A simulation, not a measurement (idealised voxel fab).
process module | voxel ribs on slabs
cross-section cut | 295 nm wide | cells 5 nm
A cross-section is a grid of square cells, given in bands from the top down. A band is one or more rows of cells.
Each band's line starts with the height of the band's top and of its bottom, in nm. Then come its materials from left to right, each with its width in nm. One material with "throughout" fills the band from edge to edge. "air" is empty space.
Height 0 is the level under which the wafer as received is all one material. The lowest band goes on downwards, as in "0 down".
A width such as "30 to 40" changes by the same amount from each row of cells to the next, from the band's top row to its bottom row.
"no change" after a step means that no cell of the cross-section changed.
closed voids: empty space of 8 cells or more with no open way to the top, each as width x height at its distance from the left edge, in nm
after a step's settings: what the simulator itself notes on the step
overlay nm, on a step with a mask: how far to the right of its planned place the mask lay; to the left if negative
plan
1 op RECEIVE | material Si
2 op DIRECTIONAL_DEP | material SiO2 | thk nm 25
3 op DIRECTIONAL_DEP | material SiN | thk nm 25
4 op PATTERN | tone cover | mask id RIB | material resist | width nm 25 | thk nm 20 | overlay nm 0
5 op DIRECTIONAL_ETCH | etch materials SiN | depth nm 15
6 op STRIP | etch materials resist
7 op MASKED_ETCH | tone cover | mask id SLAB | width nm 85 | etch materials SiN | depth nm 10 | overlay nm 0
8 op FILL_DEP | material SiO2 | thk nm 25
9 op CMP | height nm 65
10 op DIRECTIONAL_DEP | material TiN | thk nm 5
11 op PATTERN | tone cover | mask id HEATER | material resist | width nm 35 | thk nm 15 | overlay nm 0
12 op DIRECTIONAL_ETCH | etch materials TiN | depth nm 5
13 op STRIP | etch materials resist
14 op CONFORMAL_DEP | material SiN | thk nm 5
first wafer, as planned
as received, after step 1
  0 down: Si throughout
  closed voids: none
after step 2
  25 to 0: SiO2 throughout
  below 0: unchanged
after step 3
  50 to 25: SiN throughout
  below 25: unchanged
after step 4
  70 to 50: air 135 | resist 25 | air 135
  below 50: unchanged
after step 5
  70 to 50: air 135 | resist 25 | air 135
  50 to 35: air 135 | SiN 25 | air 135
  below 35: unchanged
after step 6
  50 to 35: air 135 | SiN 25 | air 135
  below 35: unchanged
after step 7
  50 to 35: air 135 | SiN 25 | air 135
  35 to 25: air 105 | SiN 85 | air 105
  below 25: unchanged
after step 8
  75 to 50: SiO2 throughout
  50 to 35: SiO2 135 | SiN 25 | SiO2 135
  35 to 25: SiO2 105 | SiN 85 | SiO2 105
  below 25: unchanged
after step 9
  65 to 50: SiO2 throughout
  below 50: unchanged
after step 10
  70 to 65: TiN throughout
  below 65: unchanged
after step 11
  85 to 70: air 130 | resist 35 | air 130
  below 70: unchanged
after step 12
  85 to 70: air 130 | resist 35 | air 130
  70 to 65: air 130 | TiN 35 | air 130
  below 65: unchanged
after step 13
  70 to 65: air 130 | TiN 35 | air 130
  below 65: unchanged
after step 14
  75 to 70: air 125 | SiN 45 | air 125
  70 to 65: SiN 130 | TiN 35 | SiN 130
  below 65: unchanged
second wafer: like start, like plan, one mistake. Through step 3 it matches the first wafer
when step 4 should have ended
  70 to 50: air 140 | resist 25 | air 130
  below 50: unchanged
when step 5 should have ended
  70 to 50: air 140 | resist 25 | air 130
  50 to 35: air 140 | SiN 25 | air 130
  below 35: unchanged
when step 6 should have ended
  50 to 35: air 140 | SiN 25 | air 130
  below 35: unchanged
when step 7 should have ended
  50 to 35: air 140 | SiN 25 | air 130
  35 to 25: air 105 | SiN 85 | air 105
  below 25: unchanged
when step 8 should have ended
  75 to 50: SiO2 throughout
  50 to 35: SiO2 140 | SiN 25 | SiO2 130
  35 to 25: SiO2 105 | SiN 85 | SiO2 105
  below 25: unchanged
when step 9 should have ended
  65 to 50: SiO2 throughout
  below 50: unchanged
when step 10 should have ended
  70 to 65: TiN throughout
  below 65: unchanged
when step 11 should have ended
  85 to 70: air 130 | resist 35 | air 130
  below 70: unchanged
when step 12 should have ended
  85 to 70: air 130 | resist 35 | air 130
  70 to 65: air 130 | TiN 35 | air 130
  below 65: unchanged
when step 13 should have ended
  70 to 65: air 130 | TiN 35 | air 130
  below 65: unchanged
when step 14 should have ended
  75 to 70: air 125 | SiN 45 | air 125
  70 to 65: SiN 130 | TiN 35 | SiN 130
  below 65: unchanged
what went wrong: step 4 ran as: op PATTERN | tone cover | mask id RIB | material resist | width nm 25 | thk nm 20 | overlay nm 5
at the end the second wafer has, in cells: as many of each material as the first, in other places
